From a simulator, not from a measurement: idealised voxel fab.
The name of this process module is voxel trench capacitor.
The cross-section on display is named cut; it measures 275 nm wide, and its cells are 5 nm squares.
Cross-section = grid of square cells, listed top down in bands; band = one or more rows.
Band entry format. Leading values: height of top, height of bottom, nm. Remainder: materials in left-to-right order, each with its width in nm. Special words: "full width" on a single material, which then fills the band edge to edge; "air", empty space.
Measure heights from 0. That's the level where, below it, the as-received wafer is all one material. The lowest band is bottomless and extends downward; write it as in "top 0, no bottom".
It should be noted that a width expressed as "30..40" varies in equal increments from row to row of cells within the band, taking the value of the first number at the top row and that of the second number at the bottom row.
Any step labelled "no change" changed none of the cells in the cross-section.
Entrapped void list: empty space of 8 cells or more with no open way to the top, each as width x height at its distance from the left edge, in nm
What comes after the settings on a step's line is commentary from the simulator itself on that step.
overlay nm: where the mask lay relative to plan, measured to the right, on steps with a mask; negatives go left.
Plan:
1 RECEIVE,material Si
2 CONFORMAL_DEP,material SiN,thk nm 10
3 PATTERN,tone open,mask id TRENCH,material resist,width nm 25,pitch nm 40,thk nm 15,overlay nm 0
4 DIRECTIONAL_ETCH,etch materials SiN,depth nm 10
5 DIRECTIONAL_ETCH,etch materials Si,depth nm 40
6 STRIP,etch materials resist
7 CONFORMAL_DEP,material Al2O3,thk nm 5
8 CONFORMAL_DEP,material TiN,thk nm 5
9 FILL_DEP,material W,thk nm 10
10 CMP,height nm 10
Cross-section, incoming material, after step 1:
top 0, no bottom = Si full width
Entrapped void list: none
End-of-module XS, first of two wafers, run as planned:
top 10, bottom 0 = SiN=85, then Al2O3=5, then TiN=5, then W=5, then TiN=5, then Al2O3=5, then SiN=15, then Al2O3=5, then TiN=5, then W=5, then TiN=5, then Al2O3=5, then SiN=15, then Al2O3=5, then TiN=5, then W=5, then TiN=5, then Al2O3=5, then SiN=85
top 0, bottom -30 = Si=85, then Al2O3=5, then TiN=5, then W=5, then TiN=5, then Al2O3=5, then Si=15, then Al2O3=5, then TiN=5, then W=5, then TiN=5, then Al2O3=5, then Si=15, then Al2O3=5, then TiN=5, then W=5, then TiN=5, then Al2O3=5, then Si=85
top -30, bottom -35 = Si=85, then Al2O3=5, then TiN=15, then Al2O3=5, then Si=15, then Al2O3=5, then TiN=15, then Al2O3=5, then Si=15, then Al2O3=5, then TiN=15, then Al2O3=5, then Si=85
top -35, bottom -40 = Si=85, then Al2O3=25, then Si=15, then Al2O3=25, then Si=15, then Al2O3=25, then Si=85
top -40, no bottom = Si full width
Entrapped void list: none
Here is the second of the two wafers cut open at the end of the module - same start, same plan as the first one, but we made one mistake running it:
top 30, bottom 20 = W full width
top 20, bottom 15 = TiN=95, then W=5, then TiN=35, then W=5, then TiN=35, then W=5, then TiN=95
top 15, bottom 10 = Al2O3=90, then TiN=5, then W=5, then TiN=5, then Al2O3=25, then TiN=5, then W=5, then TiN=5, then Al2O3=25, then TiN=5, then W=5, then TiN=5, then Al2O3=90
top 10, bottom 0 = SiN=85, then Al2O3=5, then TiN=5, then W=5, then TiN=5, then Al2O3=5, then SiN=15, then Al2O3=5, then TiN=5, then W=5, then TiN=5, then Al2O3=5, then SiN=15, then Al2O3=5, then TiN=5, then W=5, then TiN=5, then Al2O3=5, then SiN=85
top 0, bottom -30 = Si=85, then Al2O3=5, then TiN=5, then W=5, then TiN=5, then Al2O3=5, then Si=15, then Al2O3=5, then TiN=5, then W=5, then TiN=5, then Al2O3=5, then Si=15, then Al2O3=5, then TiN=5, then W=5, then TiN=5, then Al2O3=5, then Si=85
top -30, bottom -35 = Si=85, then Al2O3=5, then TiN=15, then Al2O3=5, then Si=15, then Al2O3=5, then TiN=15, then Al2O3=5, then Si=15, then Al2O3=5, then TiN=15, then Al2O3=5, then Si=85
top -35, bottom -40 = Si=85, then Al2O3=25, then Si=15, then Al2O3=25, then Si=15, then Al2O3=25, then Si=85
top -40, no bottom = Si full width
Entrapped void list: none
Heads up, the wafer didn't run the way we planned it: step 10 was left out
Per the end-of-run cell counts, the second wafer holds more or fewer of some materials than the first: Al2O3: 46 more | TiN: 58 more | W: 116 more
